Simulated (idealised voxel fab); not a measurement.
You're looking at the process module voxel transistor to metal.
It is cross-section cut that appears here, measuring 180 nm in width, its square cells being 5 nm in size.
If you're reading a cross-section in this doc, picture square cells in a grid; it comes to you as bands, top ones listed first down to the bottom, and a band can be one or more rows of cells.
Heights first: top, then bottom, in nm. Then materials, left to right, each with a width in nm. "full width" on a single material: fills the band edge to edge. "air": empty space.
Counting heights begins at 0, where everything beneath is, in the wafer as received, one material. The lowest band has no bottom; it goes on downwards, as "0 nm and below" shows.
The expression "30->40" gives the width at the extremes of the band, the first number at its top row of cells and the second at its bottom row, with the width changing by equal amounts from each row to the next in between.
What does "same as before" mean for a step? It means no cell of the cross-section changed in that step.
Any empty space of 8 cells or more lacking an open way to the top shows up in "Sealed void list" as width x height at distance, distance from the left edge, in nm.
Past the settings on a step's line: simulator remark, on that step.
On any step carrying a mask, the "overlay nm" setting, if present on the step's line, tells how far right of its planned place the mask lay; negative values point to the left.
Process steps foreseen in the plan:
1) RECEIVE [material Si]
2) CONFORMAL_DEP [material SiO2] [thk nm 5]
3) CONFORMAL_DEP [material SiN] [thk nm 15]
4) MASKED_ETCH [tone cover] [mask id ACTIVE] [width nm 115] [etch materials SiN] [depth nm 15] [overlay nm 0]
5) MASKED_ETCH [tone cover] [mask id ACTIVE] [width nm 115] [etch materials SiO2] [depth nm 5] [overlay nm 0]
6) MASKED_ETCH [tone cover] [mask id ACTIVE] [width nm 115] [etch materials Si] [depth nm 25] [overlay nm 0]
7) OXIDIZE [depth nm 5]
8) FILL_DEP [material SiO2] [thk nm 10]
9) CMP [height nm 20]
10) SELECTIVE_ETCH [etch materials SiO2] [depth nm 15]
11) STRIP [etch materials SiN]
12) SELECTIVE_ETCH [etch materials SiO2] [depth nm 5]
13) OXIDIZE [depth nm 5]
14) DIRECTIONAL_DEP [material polySi] [thk nm 30]
15) DIRECTIONAL_DEP [material SiCN] [thk nm 15]
16) PATTERN [tone cover] [mask id GATE] [material resist] [width nm 25] [thk nm 15] [overlay nm 0]
17) DIRECTIONAL_ETCH [etch materials SiCN] [depth nm 25]
18) DIRECTIONAL_ETCH [etch materials polySi] [depth nm 40]
19) STRIP [etch materials resist]
20) CONFORMAL_DEP [material SiN] [thk nm 10]
21) DIRECTIONAL_ETCH [etch materials SiN] [depth nm 10]
22) DIRECTIONAL_ETCH [etch materials SiO2] [depth nm 5]
23) DIRECTIONAL_ETCH [etch materials Si] [depth nm 10]
24) EPI [material pSi] [thk nm 15]
25) FILL_DEP [material SiO2] [thk nm 10]
26) CMP [height nm 45]
27) DIRECTIONAL_DEP [material SiO2] [thk nm 15]
28) DIRECTIONAL_DEP [material aC] [thk nm 15]
29) PATTERN [tone open] [mask id CONTACT] [material resist] [width nm 15] [pitch nm 80] [thk nm 30] [overlay nm 0]
30) DIRECTIONAL_ETCH [etch materials aC] [depth nm 15]
31) STRIP [etch materials resist]
32) DIRECTIONAL_ETCH [etch materials SiO2] [depth nm 60]
33) STRIP [etch materials aC]
34) CONFORMAL_DEP [material TiN] [thk nm 5]
35) FILL_DEP [material Ru] [thk nm 5]
36) CMP [height nm 60]
37) CONFORMAL_DEP [material SiN] [thk nm 5]
38) DIRECTIONAL_DEP [material SiO2] [thk nm 15]
39) DIRECTIONAL_DEP [material aC] [thk nm 10]
40) PATTERN [tone open] [mask id METAL_1] [material resist] [width nm 15] [pitch nm 80] [thk nm 30] [overlay nm 0]
41) DIRECTIONAL_ETCH [etch materials aC] [depth nm 10]
42) STRIP [etch materials resist]
43) DIRECTIONAL_ETCH [etch materials SiO2] [depth nm 15]
44) DIRECTIONAL_ETCH [etch materials SiN] [depth nm 5]
45) STRIP [etch materials aC]
46) CONFORMAL_DEP [material TiN] [thk nm 5]
47) FILL_DEP [material Ru] [thk nm 5]
48) CMP [height nm 80]
49) CONFORMAL_DEP [material SiCN] [thk nm 5]
50) DIRECTIONAL_DEP [material SiO2] [thk nm 30]
51) DIRECTIONAL_DEP [material aC] [thk nm 10]
52) PATTERN [tone open] [mask id METAL_2] [material resist] [width nm 15] [pitch nm 80] [thk nm 25] [overlay nm 0]
53) DIRECTIONAL_ETCH [etch materials aC] [depth nm 10]
54) STRIP [etch materials resist]
55) DIRECTIONAL_ETCH [etch materials SiO2] [depth nm 20]
56) STRIP [etch materials aC]
57) MASKED_ETCH [tone open] [mask id METAL_2_HOLES] [width nm 15] [pitch nm 80] [etch materials SiO2] [depth nm 10] [overlay nm 0]
58) MASKED_ETCH [tone open] [mask id METAL_2_HOLES] [width nm 15] [pitch nm 80] [etch materials SiCN] [depth nm 5] [overlay nm 0]
59) CONFORMAL_DEP [material TiN] [thk nm 5]
60) FILL_DEP [material Cu] [thk nm 10]
61) CMP [height nm 115]
62) CONFORMAL_DEP [material SiN] [thk nm 5]
Run as planned: first of two wafers:
Shown in cross-section is the wafer as received, that is, as it stands after step 1:
0 nm and below | Si full width
Sealed void list: none
After step 2: wafer cross-section:
5 nm to 0 nm | SiO2 full width
No changes below 0.
After step 3: wafer cross-section:
20 nm to 5 nm | SiN full width
No changes below 5.
After step 4: wafer cross-section:
20 nm to 5 nm | air 30 | SiN 115 | air 35
No changes below 5.
After step 5: wafer cross-section:
20 nm to 5 nm | air 30 | SiN 115 | air 35
5 nm to 0 nm | air 30 | SiO2 115 | air 35
No changes below 0.
After step 6: wafer cross-section:
20 nm to 5 nm | air 30 | SiN 115 | air 35
5 nm to 0 nm | air 30 | SiO2 115 | air 35
0 nm to -25 nm | air 30 | Si 115 | air 35
No changes below -25.
After step 7: wafer cross-section:
20 nm to 5 nm | air 30 | SiN 115 | air 35
5 nm to 0 nm | air 30 | SiO2 115 | air 35
0 nm to -25 nm | air 30 | SiO2 5 | Si 105 | SiO2 5 | air 35
-25 nm to -30 nm | SiO2 35 | Si 105 | SiO2 40
No changes below -30.
After step 8: wafer cross-section:
30 nm to 20 nm | SiO2 full width
20 nm to 5 nm | SiO2 30 | SiN 115 | SiO2 35
5 nm to 0 nm | SiO2 full width
0 nm to -30 nm | SiO2 35 | Si 105 | SiO2 40
No changes below -30.
After step 9: wafer cross-section:
20 nm to 5 nm | SiO2 30 | SiN 115 | SiO2 35
No changes below 5.
After step 10: wafer cross-section:
20 nm to 5 nm | air 30 | SiN 115 | air 35
No changes below 5.
After step 11: wafer cross-section:
5 nm to 0 nm | SiO2 full width
No changes below 0.
After step 12: wafer cross-section:
0 nm to -30 nm | SiO2 35 | Si 105 | SiO2 40
No changes below -30.
After step 13: wafer cross-section:
0 nm to -5 nm | SiO2 full width
No changes below -5.
After step 14: wafer cross-section:
30 nm to 0 nm | polySi full width
No changes below 0.
After step 15: wafer cross-section:
45 nm to 30 nm | SiCN full width
No changes below 30.
After step 16: wafer cross-section:
60 nm to 45 nm | air 75 | resist 25 | air 80
No changes below 45.
After step 17: wafer cross-section:
60 nm to 45 nm | air 75 | resist 25 | air 80
45 nm to 30 nm | air 75 | SiCN 25 | air 80
No changes below 30.
After step 18: wafer cross-section:
60 nm to 45 nm | air 75 | resist 25 | air 80
45 nm to 30 nm | air 75 | SiCN 25 | air 80
30 nm to 0 nm | air 75 | polySi 25 | air 80
No changes below 0.
After step 19: wafer cross-section:
45 nm to 30 nm | air 75 | SiCN 25 | air 80
No changes below 30.
After step 20: wafer cross-section:
55 nm to 45 nm | air 65 | SiN 45 | air 70
45 nm to 30 nm | air 65 | SiN 10 | SiCN 25 | SiN 10 | air 70
30 nm to 10 nm | air 65 | SiN 10 | polySi 25 | SiN 10 | air 70
10 nm to 0 nm | SiN 75 | polySi 25 | SiN 80
No changes below 0.
After step 21: wafer cross-section:
45 nm to 30 nm | air 65 | SiN 10 | SiCN 25 | SiN 10 | air 70
30 nm to 0 nm | air 65 | SiN 10 | polySi 25 | SiN 10 | air 70
No changes below 0.
After step 22: wafer cross-section:
45 nm to 30 nm | air 65 | SiN 10 | SiCN 25 | SiN 10 | air 70
30 nm to 0 nm | air 65 | SiN 10 | polySi 25 | SiN 10 | air 70
0 nm to -5 nm | air 65 | SiO2 45 | air 70
No changes below -5.
After step 23: wafer cross-section:
45 nm to 30 nm | air 65 | SiN 10 | SiCN 25 | SiN 10 | air 70
30 nm to 0 nm | air 65 | SiN 10 | polySi 25 | SiN 10 | air 70
0 nm to -5 nm | air 65 | SiO2 45 | air 70
-5 nm to -15 nm | SiO2 35 | air 30 | Si 45 | air 30 | SiO2 40
No changes below -15.
After step 24: wafer cross-section:
45 nm to 30 nm | air 65 | SiN 10 | SiCN 25 | SiN 10 | air 70
30 nm to 10 nm | air 65 | SiN 10 | polySi 25 | SiN 10 | air 70
10 nm to 0 nm | air 50 | pSi 15 | SiN 10 | polySi 25 | SiN 10 | pSi 15 | air 55
0 nm to -5 nm | air 30 | pSi 35 | SiO2 45 | pSi 35 | air 35
-5 nm to -15 nm | SiO2 35 | pSi 30 | Si 45 | pSi 30 | SiO2 40
No changes below -15.
After step 25: wafer cross-section:
55 nm to 45 nm | SiO2 full width
45 nm to 30 nm | SiO2 65 | SiN 10 | SiCN 25 | SiN 10 | SiO2 70
30 nm to 10 nm | SiO2 65 | SiN 10 | polySi 25 | SiN 10 | SiO2 70
10 nm to 0 nm | SiO2 50 | pSi 15 | SiN 10 | polySi 25 | SiN 10 | pSi 15 | SiO2 55
0 nm to -5 nm | SiO2 30 | pSi 35 | SiO2 45 | pSi 35 | SiO2 35
No changes below -5.
After step 26: wafer cross-section:
45 nm to 30 nm | SiO2 65 | SiN 10 | SiCN 25 | SiN 10 | SiO2 70
No changes below 30.
After step 27: wafer cross-section:
60 nm to 45 nm | SiO2 full width
No changes below 45.
After step 28: wafer cross-section:
75 nm to 60 nm | aC full width
No changes below 60.
After step 29: wafer cross-section:
105 nm to 75 nm | resist 40 | air 15 | resist 65 | air 15 | resist 45
No changes below 75.
After step 30: wafer cross-section:
90 nm to 75 nm | resist 40 | air 15 | resist 65 | air 15 | resist 45
75 nm to 60 nm | aC 40 | air 15 | aC 65 | air 15 | aC 45
No changes below 60.
After step 31: wafer cross-section:
75 nm to 60 nm | aC 40 | air 15 | aC 65 | air 15 | aC 45
No changes below 60.
After step 32: wafer cross-section:
75 nm to 60 nm | aC 40 | air 15 | aC 65 | air 15 | aC 45
60 nm to 45 nm | SiO2 40 | air 15 | SiO2 65 | air 15 | SiO2 45
45 nm to 30 nm | SiO2 40 | air 15 | SiO2 10 | SiN 10 | SiCN 25 | SiN 10 | SiO2 10 | air 15 | SiO2 45
30 nm to 10 nm | SiO2 40 | air 15 | SiO2 10 | SiN 10 | polySi 25 | SiN 10 | SiO2 10 | air 15 | SiO2 45
10 nm to 0 nm | SiO2 40 | air 10 | pSi 15 | SiN 10 | polySi 25 | SiN 10 | pSi 15 | air 10 | SiO2 45
No changes below 0.
After step 33: wafer cross-section:
60 nm to 45 nm | SiO2 40 | air 15 | SiO2 65 | air 15 | SiO2 45
No changes below 45.
After step 34: wafer cross-section:
65 nm to 60 nm | TiN 45 | air 5 | TiN 75 | air 5 | TiN 50
60 nm to 45 nm | SiO2 40 | TiN 5 | air 5 | TiN 5 | SiO2 65 | TiN 5 | air 5 | TiN 5 | SiO2 45
45 nm to 30 nm | SiO2 40 | TiN 5 | air 5 | TiN 5 | SiO2 10 | SiN 10 | SiCN 25 | SiN 10 | SiO2 10 | TiN 5 | air 5 | TiN 5 | SiO2 45
30 nm to 15 nm | SiO2 40 | TiN 5 | air 5 | TiN 5 | SiO2 10 | SiN 10 | polySi 25 | SiN 10 | SiO2 10 | TiN 5 | air 5 | TiN 5 | SiO2 45
15 nm to 10 nm | SiO2 40 | TiN 15 | SiO2 10 | SiN 10 | polySi 25 | SiN 10 | SiO2 10 | TiN 15 | SiO2 45
10 nm to 0 nm | SiO2 40 | TiN 10 | pSi 15 | SiN 10 | polySi 25 | SiN 10 | pSi 15 | TiN 10 | SiO2 45
No changes below 0.
After step 35: wafer cross-section:
70 nm to 65 nm | Ru full width
65 nm to 60 nm | TiN 45 | Ru 5 | TiN 75 | Ru 5 | TiN 50
60 nm to 45 nm | SiO2 40 | TiN 5 | Ru 5 | TiN 5 | SiO2 65 | TiN 5 | Ru 5 | TiN 5 | SiO2 45
45 nm to 30 nm | SiO2 40 | TiN 5 | Ru 5 | TiN 5 | SiO2 10 | SiN 10 | SiCN 25 | SiN 10 | SiO2 10 | TiN 5 | Ru 5 | TiN 5 | SiO2 45
30 nm to 15 nm | SiO2 40 | TiN 5 | Ru 5 | TiN 5 | SiO2 10 | SiN 10 | polySi 25 | SiN 10 | SiO2 10 | TiN 5 | Ru 5 | TiN 5 | SiO2 45
No changes below 15.
After step 36: wafer cross-section:
60 nm to 45 nm | SiO2 40 | TiN 5 | Ru 5 | TiN 5 | SiO2 65 | TiN 5 | Ru 5 | TiN 5 | SiO2 45
No changes below 45.
After step 37: wafer cross-section:
65 nm to 60 nm | SiN full width
No changes below 60.
After step 38: wafer cross-section:
80 nm to 65 nm | SiO2 full width
No changes below 65.
After step 39: wafer cross-section:
90 nm to 80 nm | aC full width
No changes below 80.
After step 40: wafer cross-section:
120 nm to 90 nm | resist 40 | air 15 | resist 65 | air 15 | resist 45
No changes below 90.
After step 41: wafer cross-section:
110 nm to 90 nm | resist 40 | air 15 | resist 65 | air 15 | resist 45
90 nm to 80 nm | aC 40 | air 15 | aC 65 | air 15 | aC 45
No changes below 80.
After step 42: wafer cross-section:
90 nm to 80 nm | aC 40 | air 15 | aC 65 | air 15 | aC 45
No changes below 80.
After step 43: wafer cross-section:
90 nm to 80 nm | aC 40 | air 15 | aC 65 | air 15 | aC 45
80 nm to 65 nm | SiO2 40 | air 15 | SiO2 65 | air 15 | SiO2 45
No changes below 65.
After step 44: wafer cross-section:
90 nm to 80 nm | aC 40 | air 15 | aC 65 | air 15 | aC 45
80 nm to 65 nm | SiO2 40 | air 15 | SiO2 65 | air 15 | SiO2 45
65 nm to 60 nm | SiN 40 | air 15 | SiN 65 | air 15 | SiN 45
No changes below 60.
After step 45: wafer cross-section:
80 nm to 65 nm | SiO2 40 | air 15 | SiO2 65 | air 15 | SiO2 45
No changes below 65.
After step 46: wafer cross-section:
85 nm to 80 nm | TiN 45 | air 5 | TiN 75 | air 5 | TiN 50
80 nm to 65 nm | SiO2 40 | TiN 5 | air 5 | TiN 5 | SiO2 65 | TiN 5 | air 5 | TiN 5 | SiO2 45
65 nm to 60 nm | SiN 40 | TiN 15 | SiN 65 | TiN 15 | SiN 45
No changes below 60.
After step 47: wafer cross-section:
90 nm to 85 nm | Ru full width
85 nm to 80 nm | TiN 45 | Ru 5 | TiN 75 | Ru 5 | TiN 50
80 nm to 65 nm | SiO2 40 | TiN 5 | Ru 5 | TiN 5 | SiO2 65 | TiN 5 | Ru 5 | TiN 5 | SiO2 45
No changes below 65.
After step 48: wafer cross-section:
80 nm to 65 nm | SiO2 40 | TiN 5 | Ru 5 | TiN 5 | SiO2 65 | TiN 5 | Ru 5 | TiN 5 | SiO2 45
No changes below 65.
After step 49: wafer cross-section:
85 nm to 80 nm | SiCN full width
No changes below 80.
After step 50: wafer cross-section:
115 nm to 85 nm | SiO2 full width
No changes below 85.
After step 51: wafer cross-section:
125 nm to 115 nm | aC full width
No changes below 115.
After step 52: wafer cross-section:
150 nm to 125 nm | resist 40 | air 15 | resist 65 | air 15 | resist 45
No changes below 125.
After step 53: wafer cross-section:
140 nm to 125 nm | resist 40 | air 15 | resist 65 | air 15 | resist 45
125 nm to 115 nm | aC 40 | air 15 | aC 65 | air 15 | aC 45
No changes below 115.
After step 54: wafer cross-section:
125 nm to 115 nm | aC 40 | air 15 | aC 65 | air 15 | aC 45
No changes below 115.
After step 55: wafer cross-section:
125 nm to 115 nm | aC 40 | air 15 | aC 65 | air 15 | aC 45
115 nm to 95 nm | SiO2 40 | air 15 | SiO2 65 | air 15 | SiO2 45
No changes below 95.
After step 56: wafer cross-section:
115 nm to 95 nm | SiO2 40 | air 15 | SiO2 65 | air 15 | SiO2 45
No changes below 95.
After step 57: wafer cross-section:
115 nm to 85 nm | SiO2 40 | air 15 | SiO2 65 | air 15 | SiO2 45
No changes below 85.
After step 58: wafer cross-section:
115 nm to 85 nm | SiO2 40 | air 15 | SiO2 65 | air 15 | SiO2 45
85 nm to 80 nm | SiCN 40 | air 15 | SiCN 65 | air 15 | SiCN 45
No changes below 80.
After step 59: wafer cross-section:
120 nm to 115 nm | TiN 45 | air 5 | TiN 75 | air 5 | TiN 50
115 nm to 85 nm | SiO2 40 | TiN 5 | air 5 | TiN 5 | SiO2 65 | TiN 5 | air 5 | TiN 5 | SiO2 45
85 nm to 80 nm | SiCN 40 | TiN 15 | SiCN 65 | TiN 15 | SiCN 45
No changes below 80.
After step 60: wafer cross-section:
130 nm to 120 nm | Cu full width
120 nm to 115 nm | TiN 45 | Cu 5 | TiN 75 | Cu 5 | TiN 50
115 nm to 85 nm | SiO2 40 | TiN 5 | Cu 5 | TiN 5 | SiO2 65 | TiN 5 | Cu 5 | TiN 5 | SiO2 45
No changes below 85.
After step 61: wafer cross-section:
115 nm to 85 nm | SiO2 40 | TiN 5 | Cu 5 | TiN 5 | SiO2 65 | TiN 5 | Cu 5 | TiN 5 | SiO2 45
No changes below 85.
After step 62: wafer cross-section:
120 nm to 115 nm | SiN full width
No changes below 115.
Second Wafer (Identical Start and Plan, One Processing Error; Matches First Wafer Through Step 15):
Cross-section: second wafer, time at which step 16 was scheduled to end:
60 nm to 45 nm | air 80 | resist 20 | air 80
No changes below 45.
Cross-section: second wafer, time at which step 17 was scheduled to end:
60 nm to 45 nm | air 80 | resist 20 | air 80
45 nm to 30 nm | air 80 | SiCN 20 | air 80
No changes below 30.
Cross-section: second wafer, time at which step 18 was scheduled to end:
60 nm to 45 nm | air 80 | resist 20 | air 80
45 nm to 30 nm | air 80 | SiCN 20 | air 80
30 nm to 0 nm | air 80 | polySi 20 | air 80
No changes below 0.
Cross-section: second wafer, time at which step 19 was scheduled to end:
45 nm to 30 nm | air 80 | SiCN 20 | air 80
No changes below 30.
Cross-section: second wafer, time at which step 20 was scheduled to end:
55 nm to 45 nm | air 70 | SiN 40 | air 70
45 nm to 30 nm | air 70 | SiN 10 | SiCN 20 | SiN 10 | air 70
30 nm to 10 nm | air 70 | SiN 10 | polySi 20 | SiN 10 | air 70
10 nm to 0 nm | SiN 80 | polySi 20 | SiN 80
No changes below 0.
Cross-section: second wafer, time at which step 21 was scheduled to end:
45 nm to 30 nm | air 70 | SiN 10 | SiCN 20 | SiN 10 | air 70
30 nm to 0 nm | air 70 | SiN 10 | polySi 20 | SiN 10 | air 70
No changes below 0.
Cross-section: second wafer, time at which step 22 was scheduled to end:
45 nm to 30 nm | air 70 | SiN 10 | SiCN 20 | SiN 10 | air 70
30 nm to 0 nm | air 70 | SiN 10 | polySi 20 | SiN 10 | air 70
0 nm to -5 nm | air 70 | SiO2 40 | air 70
No changes below -5.
Cross-section: second wafer, time at which step 23 was scheduled to end:
45 nm to 30 nm | air 70 | SiN 10 | SiCN 20 | SiN 10 | air 70
30 nm to 0 nm | air 70 | SiN 10 | polySi 20 | SiN 10 | air 70
0 nm to -5 nm | air 70 | SiO2 40 | air 70
-5 nm to -15 nm | SiO2 35 | air 35 | Si 40 | air 30 | SiO2 40
No changes below -15.
Cross-section: second wafer, time at which step 24 was scheduled to end:
45 nm to 30 nm | air 70 | SiN 10 | SiCN 20 | SiN 10 | air 70
30 nm to 10 nm | air 70 | SiN 10 | polySi 20 | SiN 10 | air 70
10 nm to 0 nm | air 55 | pSi 15 | SiN 10 | polySi 20 | SiN 10 | pSi 15 | air 55
0 nm to -5 nm | air 30 | pSi 40 | SiO2 40 | pSi 35 | air 35
-5 nm to -15 nm | SiO2 35 | pSi 35 | Si 40 | pSi 30 | SiO2 40
No changes below -15.
Cross-section: second wafer, time at which step 25 was scheduled to end:
55 nm to 45 nm | SiO2 full width
45 nm to 30 nm | SiO2 70 | SiN 10 | SiCN 20 | SiN 10 | SiO2 70
30 nm to 10 nm | SiO2 70 | SiN 10 | polySi 20 | SiN 10 | SiO2 70
10 nm to 0 nm | SiO2 55 | pSi 15 | SiN 10 | polySi 20 | SiN 10 | pSi 15 | SiO2 55
0 nm to -5 nm | SiO2 30 | pSi 40 | SiO2 40 | pSi 35 | SiO2 35
No changes below -5.
Cross-section: second wafer, time at which step 26 was scheduled to end:
45 nm to 30 nm | SiO2 70 | SiN 10 | SiCN 20 | SiN 10 | SiO2 70
No changes below 30.
Cross-section: second wafer, time at which step 27 was scheduled to end:
60 nm to 45 nm | SiO2 full width
No changes below 45.
Cross-section: second wafer, time at which step 28 was scheduled to end:
75 nm to 60 nm | aC full width
No changes below 60.
Cross-section: second wafer, time at which step 29 was scheduled to end:
105 nm to 75 nm | resist 40 | air 15 | resist 65 | air 15 | resist 45
No changes below 75.
Cross-section: second wafer, time at which step 30 was scheduled to end:
90 nm to 75 nm | resist 40 | air 15 | resist 65 | air 15 | resist 45
75 nm to 60 nm | aC 40 | air 15 | aC 65 | air 15 | aC 45
No changes below 60.
Cross-section: second wafer, time at which step 31 was scheduled to end:
75 nm to 60 nm | aC 40 | air 15 | aC 65 | air 15 | aC 45
No changes below 60.
Cross-section: second wafer, time at which step 32 was scheduled to end:
75 nm to 60 nm | aC 40 | air 15 | aC 65 | air 15 | aC 45
60 nm to 45 nm | SiO2 40 | air 15 | SiO2 65 | air 15 | SiO2 45
45 nm to 30 nm | SiO2 40 | air 15 | SiO2 15 | SiN 10 | SiCN 20 | SiN 10 | SiO2 10 | air 15 | SiO2 45
30 nm to 10 nm | SiO2 40 | air 15 | SiO2 15 | SiN 10 | polySi 20 | SiN 10 | SiO2 10 | air 15 | SiO2 45
10 nm to 0 nm | SiO2 40 | air 15 | pSi 15 | SiN 10 | polySi 20 | SiN 10 | pSi 15 | air 10 | SiO2 45
No changes below 0.
Cross-section: second wafer, time at which step 33 was scheduled to end:
60 nm to 45 nm | SiO2 40 | air 15 | SiO2 65 | air 15 | SiO2 45
No changes below 45.
Cross-section: second wafer, time at which step 34 was scheduled to end:
65 nm to 60 nm | TiN 45 | air 5 | TiN 75 | air 5 | TiN 50
60 nm to 45 nm | SiO2 40 | TiN 5 | air 5 | TiN 5 | SiO2 65 | TiN 5 | air 5 | TiN 5 | SiO2 45
45 nm to 30 nm | SiO2 40 | TiN 5 | air 5 | TiN 5 | SiO2 15 | SiN 10 | SiCN 20 | SiN 10 | SiO2 10 | TiN 5 | air 5 | TiN 5 | SiO2 45
30 nm to 15 nm | SiO2 40 | TiN 5 | air 5 | TiN 5 | SiO2 15 | SiN 10 | polySi 20 | SiN 10 | SiO2 10 | TiN 5 | air 5 | TiN 5 | SiO2 45
15 nm to 10 nm | SiO2 40 | TiN 5 | air 5 | TiN 5 | SiO2 15 | SiN 10 | polySi 20 | SiN 10 | SiO2 10 | TiN 15 | SiO2 45
10 nm to 5 nm | SiO2 40 | TiN 5 | air 5 | TiN 5 | pSi 15 | SiN 10 | polySi 20 | SiN 10 | pSi 15 | TiN 10 | SiO2 45
5 nm to 0 nm | SiO2 40 | TiN 15 | pSi 15 | SiN 10 | polySi 20 | SiN 10 | pSi 15 | TiN 10 | SiO2 45
No changes below 0.
Cross-section: second wafer, time at which step 35 was scheduled to end:
70 nm to 65 nm | Ru full width
65 nm to 60 nm | TiN 45 | Ru 5 | TiN 75 | Ru 5 | TiN 50
60 nm to 45 nm | SiO2 40 | TiN 5 | Ru 5 | TiN 5 | SiO2 65 | TiN 5 | Ru 5 | TiN 5 | SiO2 45
45 nm to 30 nm | SiO2 40 | TiN 5 | Ru 5 | TiN 5 | SiO2 15 | SiN 10 | SiCN 20 | SiN 10 | SiO2 10 | TiN 5 | Ru 5 | TiN 5 | SiO2 45
30 nm to 15 nm | SiO2 40 | TiN 5 | Ru 5 | TiN 5 | SiO2 15 | SiN 10 | polySi 20 | SiN 10 | SiO2 10 | TiN 5 | Ru 5 | TiN 5 | SiO2 45
15 nm to 10 nm | SiO2 40 | TiN 5 | Ru 5 | TiN 5 | SiO2 15 | SiN 10 | polySi 20 | SiN 10 | SiO2 10 | TiN 15 | SiO2 45
10 nm to 5 nm | SiO2 40 | TiN 5 | Ru 5 | TiN 5 | pSi 15 | SiN 10 | polySi 20 | SiN 10 | pSi 15 | TiN 10 | SiO2 45
No changes below 5.
Cross-section: second wafer, time at which step 36 was scheduled to end:
60 nm to 45 nm | SiO2 40 | TiN 5 | Ru 5 | TiN 5 | SiO2 65 | TiN 5 | Ru 5 | TiN 5 | SiO2 45
No changes below 45.
Cross-section: second wafer, time at which step 37 was scheduled to end:
65 nm to 60 nm | SiN full width
No changes below 60.
Cross-section: second wafer, time at which step 38 was scheduled to end:
80 nm to 65 nm | SiO2 full width
No changes below 65.
Cross-section: second wafer, time at which step 39 was scheduled to end:
90 nm to 80 nm | aC full width
No changes below 80.
Cross-section: second wafer, time at which step 40 was scheduled to end:
120 nm to 90 nm | resist 40 | air 15 | resist 65 | air 15 | resist 45
No changes below 90.
Cross-section: second wafer, time at which step 41 was scheduled to end:
110 nm to 90 nm | resist 40 | air 15 | resist 65 | air 15 | resist 45
90 nm to 80 nm | aC 40 | air 15 | aC 65 | air 15 | aC 45
No changes below 80.
Cross-section: second wafer, time at which step 42 was scheduled to end:
90 nm to 80 nm | aC 40 | air 15 | aC 65 | air 15 | aC 45
No changes below 80.
Cross-section: second wafer, time at which step 43 was scheduled to end:
90 nm to 80 nm | aC 40 | air 15 | aC 65 | air 15 | aC 45
80 nm to 65 nm | SiO2 40 | air 15 | SiO2 65 | air 15 | SiO2 45
No changes below 65.
Cross-section: second wafer, time at which step 44 was scheduled to end:
90 nm to 80 nm | aC 40 | air 15 | aC 65 | air 15 | aC 45
80 nm to 65 nm | SiO2 40 | air 15 | SiO2 65 | air 15 | SiO2 45
65 nm to 60 nm | SiN 40 | air 15 | SiN 65 | air 15 | SiN 45
No changes below 60.
Cross-section: second wafer, time at which step 45 was scheduled to end:
80 nm to 65 nm | SiO2 40 | air 15 | SiO2 65 | air 15 | SiO2 45
No changes below 65.
Cross-section: second wafer, time at which step 46 was scheduled to end:
85 nm to 80 nm | TiN 45 | air 5 | TiN 75 | air 5 | TiN 50
80 nm to 65 nm | SiO2 40 | TiN 5 | air 5 | TiN 5 | SiO2 65 | TiN 5 | air 5 | TiN 5 | SiO2 45
65 nm to 60 nm | SiN 40 | TiN 15 | SiN 65 | TiN 15 | SiN 45
No changes below 60.
Cross-section: second wafer, time at which step 47 was scheduled to end:
90 nm to 85 nm | Ru full width
85 nm to 80 nm | TiN 45 | Ru 5 | TiN 75 | Ru 5 | TiN 50
80 nm to 65 nm | SiO2 40 | TiN 5 | Ru 5 | TiN 5 | SiO2 65 | TiN 5 | Ru 5 | TiN 5 | SiO2 45
No changes below 65.
Cross-section: second wafer, time at which step 48 was scheduled to end:
80 nm to 65 nm | SiO2 40 | TiN 5 | Ru 5 | TiN 5 | SiO2 65 | TiN 5 | Ru 5 | TiN 5 | SiO2 45
No changes below 65.
Cross-section: second wafer, time at which step 49 was scheduled to end:
85 nm to 80 nm | SiCN full width
No changes below 80.
Cross-section: second wafer, time at which step 50 was scheduled to end:
115 nm to 85 nm | SiO2 full width
No changes below 85.
Cross-section: second wafer, time at which step 51 was scheduled to end:
125 nm to 115 nm | aC full width
No changes below 115.
Cross-section: second wafer, time at which step 52 was scheduled to end:
150 nm to 125 nm | resist 40 | air 15 | resist 65 | air 15 | resist 45
No changes below 125.
Cross-section: second wafer, time at which step 53 was scheduled to end:
140 nm to 125 nm | resist 40 | air 15 | resist 65 | air 15 | resist 45
125 nm to 115 nm | aC 40 | air 15 | aC 65 | air 15 | aC 45
No changes below 115.
Cross-section: second wafer, time at which step 54 was scheduled to end:
125 nm to 115 nm | aC 40 | air 15 | aC 65 | air 15 | aC 45
No changes below 115.
Cross-section: second wafer, time at which step 55 was scheduled to end:
125 nm to 115 nm | aC 40 | air 15 | aC 65 | air 15 | aC 45
115 nm to 95 nm | SiO2 40 | air 15 | SiO2 65 | air 15 | SiO2 45
No changes below 95.
Cross-section: second wafer, time at which step 56 was scheduled to end:
115 nm to 95 nm | SiO2 40 | air 15 | SiO2 65 | air 15 | SiO2 45
No changes below 95.
Cross-section: second wafer, time at which step 57 was scheduled to end:
115 nm to 85 nm | SiO2 40 | air 15 | SiO2 65 | air 15 | SiO2 45
No changes below 85.
Cross-section: second wafer, time at which step 58 was scheduled to end:
115 nm to 85 nm | SiO2 40 | air 15 | SiO2 65 | air 15 | SiO2 45
85 nm to 80 nm | SiCN 40 | air 15 | SiCN 65 | air 15 | SiCN 45
No changes below 80.
Cross-section: second wafer, time at which step 59 was scheduled to end:
120 nm to 115 nm | TiN 45 | air 5 | TiN 75 | air 5 | TiN 50
115 nm to 85 nm | SiO2 40 | TiN 5 | air 5 | TiN 5 | SiO2 65 | TiN 5 | air 5 | TiN 5 | SiO2 45
85 nm to 80 nm | SiCN 40 | TiN 15 | SiCN 65 | TiN 15 | SiCN 45
No changes below 80.
Cross-section: second wafer, time at which step 60 was scheduled to end:
130 nm to 120 nm | Cu full width
120 nm to 115 nm | TiN 45 | Cu 5 | TiN 75 | Cu 5 | TiN 50
115 nm to 85 nm | SiO2 40 | TiN 5 | Cu 5 | TiN 5 | SiO2 65 | TiN 5 | Cu 5 | TiN 5 | SiO2 45
No changes below 85.
Cross-section: second wafer, time at which step 61 was scheduled to end:
115 nm to 85 nm | SiO2 40 | TiN 5 | Cu 5 | TiN 5 | SiO2 65 | TiN 5 | Cu 5 | TiN 5 | SiO2 45
No changes below 85.
Cross-section: second wafer, time at which step 62 was scheduled to end:
120 nm to 115 nm | SiN full width
No changes below 115.
What broke from the plan during processing? rather than as planned, step 16 actually ran as PATTERN [tone cover] [mask id GATE] [material resist] [width nm 20] [thk nm 15] [overlay nm 0]
End of process, cell counts, second wafer against first, materials with more or fewer: 2 more of Ru, 2 fewer of Si, 3 fewer of SiCN, 6 more of SiO2, 3 more of pSi, 6 fewer of polySi
